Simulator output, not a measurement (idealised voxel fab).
process module | voxel transistor to metal
cross-section cut | 295 nm wide | cells 5 nm
A cross-section is a grid of square cells, given in bands from the top down. A band is one or more rows of cells.
Each band's line starts with the height of the band's top and of its bottom, in nm. Then come its materials from left to right, each with its width in nm. One material with "throughout" fills the band from edge to edge. "air" is empty space.
Height 0 is the level under which the wafer as received is all one material. The lowest band goes on downwards, as in "0 down".
A width such as "30 to 40" changes by the same amount from each row of cells to the next, from the band's top row to its bottom row.
"no change" after a step means that no cell of the cross-section changed.
closed voids: empty space of 8 cells or more with no open way to the top, each as width x height at its distance from the left edge, in nm
after a step's settings: what the simulator itself notes on the step
overlay nm, on a step with a mask: how far to the right of its planned place the mask lay; to the left if negative
plan
1 op RECEIVE | material Si
2 op CONFORMAL_DEP | material SiO2 | thk nm 5
3 op CONFORMAL_DEP | material SiN | thk nm 15
4 op PATTERN | tone cover | mask id ACTIVE | material resist | width nm 105 | pitch nm 135 | thk nm 15 | overlay nm 0
5 op DIRECTIONAL_ETCH | etch materials SiN | depth nm 15
6 op DIRECTIONAL_ETCH | etch materials SiO2 | depth nm 5
7 op DIRECTIONAL_ETCH | etch materials Si | depth nm 30
8 op STRIP | etch materials resist
9 op OXIDIZE | depth nm 5
10 op FILL_DEP | material SiO2 | thk nm 10
11 op CMP | height nm 20
12 op SELECTIVE_ETCH | etch materials SiO2 | depth nm 15
13 op STRIP | etch materials SiN
14 op SELECTIVE_ETCH | etch materials SiO2 | depth nm 5
15 op OXIDIZE | depth nm 5
16 op DIRECTIONAL_DEP | material polySi | thk nm 25
17 op DIRECTIONAL_DEP | material SiCN | thk nm 10
18 op MASKED_ETCH | tone cover | mask id GATE | width nm 25 | pitch nm 135 | etch materials SiCN | depth nm 20 | overlay nm 0
19 op MASKED_ETCH | tone cover | mask id GATE | width nm 25 | pitch nm 135 | etch materials polySi | depth nm 35 | overlay nm 0
20 op CONFORMAL_DEP | material SiO2 | thk nm 5
21 op DIRECTIONAL_ETCH | etch materials SiO2 | depth nm 5
22 op CONFORMAL_DEP | material SiN | thk nm 10
23 op DIRECTIONAL_ETCH | etch materials SiN | depth nm 10
24 op DIRECTIONAL_ETCH | etch materials SiO2 | depth nm 5
25 op DIRECTIONAL_ETCH | etch materials Si | depth nm 15
26 op EPI | material nSi | thk nm 15
27 op FILL_DEP | material SiO2 | thk nm 10
28 op CMP | height nm 35
29 op DIRECTIONAL_DEP | material SiO2 | thk nm 15
30 op DIRECTIONAL_DEP | material aC | thk nm 15
31 op PATTERN | tone open | mask id CONTACT | material resist | width nm 30 | thk nm 30 | overlay nm 0
32 op DIRECTIONAL_ETCH | etch materials aC | depth nm 15
33 op STRIP | etch materials resist
34 op DIRECTIONAL_ETCH | etch materials SiO2 | depth nm 55
35 op STRIP | etch materials aC
36 op CONFORMAL_DEP | material TiN | thk nm 5
37 op FILL_DEP | material W | thk nm 5
38 op CMP | height nm 50
39 op DIRECTIONAL_DEP | material TiN | thk nm 5
40 op DIRECTIONAL_DEP | material Ru | thk nm 20
41 op PATTERN | tone cover | mask id METAL_1 | material resist | width nm 20 | thk nm 20 | overlay nm 0
42 op DIRECTIONAL_ETCH | etch materials Ru | depth nm 20
43 op DIRECTIONAL_ETCH | etch materials TiN | depth nm 5
44 op STRIP | etch materials resist
45 op CONFORMAL_DEP | material SiN | thk nm 5
46 op FILL_DEP | material lowk | thk nm 5
47 op CMP | height nm 75
48 op CONFORMAL_DEP | material SiCN | thk nm 5
49 op DIRECTIONAL_DEP | material lowk | thk nm 25
50 op DIRECTIONAL_DEP | material aC | thk nm 15
51 op PATTERN | tone open | mask id METAL_2 | material resist | width nm 20 | pitch nm 135 | thk nm 35 | overlay nm 0
52 op DIRECTIONAL_ETCH | etch materials aC | depth nm 15
53 op STRIP | etch materials resist
54 op DIRECTIONAL_ETCH | etch materials lowk | depth nm 15
55 op STRIP | etch materials aC
56 op DIRECTIONAL_DEP | material aC | thk nm 10
57 op PATTERN | tone open | mask id METAL_2_HOLES | material resist | width nm 15 | pitch nm 135 | thk nm 25 | overlay nm 0
58 op DIRECTIONAL_ETCH | etch materials aC | depth nm 10
59 op STRIP | etch materials resist
60 op DIRECTIONAL_ETCH | etch materials lowk | depth nm 10
61 op DIRECTIONAL_ETCH | etch materials SiCN | depth nm 5
62 op STRIP | etch materials aC
63 op CONFORMAL_DEP | material TiN | thk nm 5
64 op FILL_DEP | material Cu | thk nm 5
65 op CMP | height nm 105
66 op CONFORMAL_DEP | material SiCN | thk nm 5
as received, after step 1
  0 down: Si throughout
  closed voids: none
a wafer at the end: this start, this plan, one mistake
  110 to 105: SiCN throughout
  105 to 95: lowk 30 | TiN 5 | Cu 10 | TiN 5 | lowk 115 | TiN 5 | Cu 10 | TiN 5 | lowk 110
  95 to 90: lowk 30 | TiN 5 | Cu 5 | TiN 10 | lowk 115 | TiN 5 | Cu 5 | TiN 10 | lowk 110
  90 to 80: lowk 30 | TiN 5 | Cu 5 | TiN 5 | lowk 120 | TiN 5 | Cu 5 | TiN 5 | lowk 115
  80 to 75: SiCN 30 | TiN 15 | SiCN 120 | TiN 15 | SiCN 115
  75 to 55: lowk 25 | SiN 5 | Ru 20 | SiN 5 | lowk 45 | SiN 5 | Ru 20 | SiN 5 | lowk 30 | SiN 5 | Ru 20 | SiN 5 | lowk 45 | SiN 5 | Ru 20 | SiN 5 | lowk 30
  55 to 50: SiN 30 | TiN 20 | SiN 55 | TiN 20 | SiN 40 | TiN 20 | SiN 55 | TiN 20 | SiN 35
  50 to 40: SiO2 30 | TiN 5 | W 20 | TiN 5 | SiO2 35 | TiN 5 | W 20 | TiN 5 | SiO2 40 | TiN 5 | W 20 | TiN 5 | SiO2 35 | TiN 5 | W 20 | TiN 5 | SiO2 35
  40 to 35: SiO2 30 | TiN 5 | W 10 | TiN 15 | SiO2 35 | TiN 15 | W 10 | TiN 5 | SiO2 40 | TiN 5 | W 10 | TiN 15 | SiO2 35 | TiN 15 | W 10 | TiN 5 | SiO2 35
  35 to 25: SiO2 30 | TiN 5 | W 10 | TiN 5 | SiN 10 | SiO2 5 | SiCN 25 | SiO2 5 | SiN 10 | TiN 5 | W 10 | TiN 5 | SiO2 40 | TiN 5 | W 10 | TiN 5 | SiN 10 | SiO2 5 | SiCN 25 | SiO2 5 | SiN 10 | TiN 5 | W 10 | TiN 5 | SiO2 35
  25 to 15: SiO2 30 | TiN 5 | W 10 | TiN 5 | SiN 10 | SiO2 5 | polySi 25 | SiO2 5 | SiN 10 | TiN 5 | W 10 | TiN 5 | SiO2 40 | TiN 5 | W 10 | TiN 5 | SiN 10 | SiO2 5 | polySi 25 | SiO2 5 | SiN 10 | TiN 5 | W 10 | TiN 5 | SiO2 35
  15 to 10: SiO2 30 | TiN 20 | SiN 10 | SiO2 5 | polySi 25 | SiO2 5 | SiN 10 | TiN 20 | SiO2 40 | TiN 20 | SiN 10 | SiO2 5 | polySi 25 | SiO2 5 | SiN 10 | TiN 20 | SiO2 35
  10 to 0: SiO2 35 | nSi 15 | SiN 10 | SiO2 5 | polySi 25 | SiO2 5 | SiN 10 | nSi 15 | SiO2 50 | nSi 15 | SiN 10 | SiO2 5 | polySi 25 | SiO2 5 | SiN 10 | nSi 15 | SiO2 40
  0 to -5: SiO2 35 | nSi 15 | SiO2 55 | nSi 15 | SiO2 50 | nSi 15 | SiO2 55 | nSi 15 | SiO2 40
  -5 to -20: SiO2 30 | nSi 20 | Si 55 | nSi 20 | SiO2 40 | nSi 20 | Si 55 | nSi 20 | SiO2 35
  -20 to -35: SiO2 30 | Si 95 | SiO2 40 | Si 95 | SiO2 35
  -35 down: Si throughout
  closed voids: none
what went wrong: step 29 was run twice
